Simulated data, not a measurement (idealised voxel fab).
process module | voxel gate over fins
cross-section cut | 245 nm wide | cells 5 nm
A cross-section is a grid of square cells, given in bands from the top down. A band is one or more rows of cells.
Each band's line starts with the height of the band's top and of its bottom, in nm. Then come its materials from left to right, each with its width in nm. One material with "throughout" fills the band from edge to edge. "air" is empty space.
Height 0 is the level under which the wafer as received is all one material. The lowest band goes on downwards, as in "0 down".
A width such as "30 to 40" changes by the same amount from each row of cells to the next, from the band's top row to its bottom row.
"no change" after a step means that no cell of the cross-section changed.
closed voids: empty space of 8 cells or more with no open way to the top, each as width x height at its distance from the left edge, in nm
after a step's settings: what the simulator itself notes on the step
overlay nm, on a step with a mask: how far to the right of its planned place the mask lay; to the left if negative
plan
1 op RECEIVE | material Si
2 op CONFORMAL_DEP | material SiN | thk nm 10
3 op DIRECTIONAL_DEP | material aC | thk nm 10
4 op PATTERN | tone cover | mask id FINS | material resist | width nm 15 | pitch nm 45 | thk nm 30 | overlay nm 0
5 op DIRECTIONAL_ETCH | etch materials aC | depth nm 10
6 op STRIP | etch materials resist
7 op DIRECTIONAL_ETCH | etch materials SiN | depth nm 10
8 op DIRECTIONAL_ETCH | etch materials Si | depth nm 30
9 op STRIP | etch materials aC
10 op FILL_DEP | material SiO2 | thk nm 10
11 op CMP | height nm 10
12 op SELECTIVE_ETCH | etch materials SiO2 | depth nm 20
13 op STRIP | etch materials SiN
14 op CONFORMAL_DEP | material HfO2 | thk nm 5
15 op CONFORMAL_DEP | material TiN | thk nm 5
16 op FILL_DEP | material W | thk nm 10
17 op CMP | height nm 15
18 op CONFORMAL_DEP | material SiCN | thk nm 5
first wafer, as planned
as received, after step 1
  0 down: Si throughout
  closed voids: none
after step 2
  10 to 0: SiN throughout
  below 0: unchanged
after step 3
  20 to 10: aC throughout
  below 10: unchanged
after step 4
  50 to 20: air 90 | resist 15 | air 30 | resist 15 | air 95
  below 20: unchanged
after step 5
  40 to 20: air 90 | resist 15 | air 30 | resist 15 | air 95
  20 to 10: air 90 | aC 15 | air 30 | aC 15 | air 95
  below 10: unchanged
after step 6
  20 to 10: air 90 | aC 15 | air 30 | aC 15 | air 95
  below 10: unchanged
after step 7
  20 to 10: air 90 | aC 15 | air 30 | aC 15 | air 95
  10 to 0: air 90 | SiN 15 | air 30 | SiN 15 | air 95
  below 0: unchanged
after step 8
  20 to 10: air 90 | aC 15 | air 30 | aC 15 | air 95
  10 to 0: air 90 | SiN 15 | air 30 | SiN 15 | air 95
  0 to -30: air 90 | Si 15 | air 30 | Si 15 | air 95
  below -30: unchanged
after step 9
  10 to 0: air 90 | SiN 15 | air 30 | SiN 15 | air 95
  below 0: unchanged
after step 10
  20 to 10: SiO2 throughout
  10 to 0: SiO2 90 | SiN 15 | SiO2 30 | SiN 15 | SiO2 95
  0 to -30: SiO2 90 | Si 15 | SiO2 30 | Si 15 | SiO2 95
  below -30: unchanged
after step 11
  10 to 0: SiO2 90 | SiN 15 | SiO2 30 | SiN 15 | SiO2 95
  below 0: unchanged
after step 12
  10 to 0: air 90 | SiN 15 | air 30 | SiN 15 | air 95
  0 to -10: air 90 | Si 15 | air 30 | Si 15 | air 95
  below -10: unchanged
after step 13
  0 to -10: air 90 | Si 15 | air 30 | Si 15 | air 95
  below -10: unchanged
after step 14
  5 to 0: air 85 | HfO2 25 | air 20 | HfO2 25 | air 90
  0 to -5: air 85 | HfO2 5 | Si 15 | HfO2 5 | air 20 | HfO2 5 | Si 15 | HfO2 5 | air 90
  -5 to -10: HfO2 90 | Si 15 | HfO2 30 | Si 15 | HfO2 95
  below -10: unchanged
after step 15
  10 to 5: air 80 | TiN 35 | air 10 | TiN 35 | air 85
  5 to 0: air 80 | TiN 5 | HfO2 25 | TiN 5 | air 10 | TiN 5 | HfO2 25 | TiN 5 | air 85
  0 to -5: TiN 85 | HfO2 5 | Si 15 | HfO2 5 | TiN 20 | HfO2 5 | Si 15 | HfO2 5 | TiN 90
  below -5: unchanged
after step 16
  20 to 10: W throughout
  10 to 5: W 80 | TiN 35 | W 10 | TiN 35 | W 85
  5 to 0: W 80 | TiN 5 | HfO2 25 | TiN 5 | W 10 | TiN 5 | HfO2 25 | TiN 5 | W 85
  below 0: unchanged
after step 17
  15 to 10: W throughout
  below 10: unchanged
after step 18
  20 to 15: SiCN throughout
  below 15: unchanged
second wafer: like start, like plan, one mistake. Through step 13 it matches the first wafer
when step 14 should have ended: no change
when step 15 should have ended
  5 to 0: air 85 | TiN 25 | air 20 | TiN 25 | air 90
  0 to -5: air 85 | TiN 5 | Si 15 | TiN 5 | air 20 | TiN 5 | Si 15 | TiN 5 | air 90
  -5 to -10: TiN 90 | Si 15 | TiN 30 | Si 15 | TiN 95
  below -10: unchanged
when step 16 should have ended
  15 to 5: W throughout
  5 to 0: W 85 | TiN 25 | W 20 | TiN 25 | W 90
  0 to -5: W 85 | TiN 5 | Si 15 | TiN 5 | W 20 | TiN 5 | Si 15 | TiN 5 | W 90
  below -5: unchanged
when step 17 should have ended: no change
when step 18 should have ended
  20 to 15: SiCN throughout
  below 15: unchanged
what went wrong: step 14 was left out
at the end the second wafer has, in cells: 57 fewer of HfO2 | 57 more of W
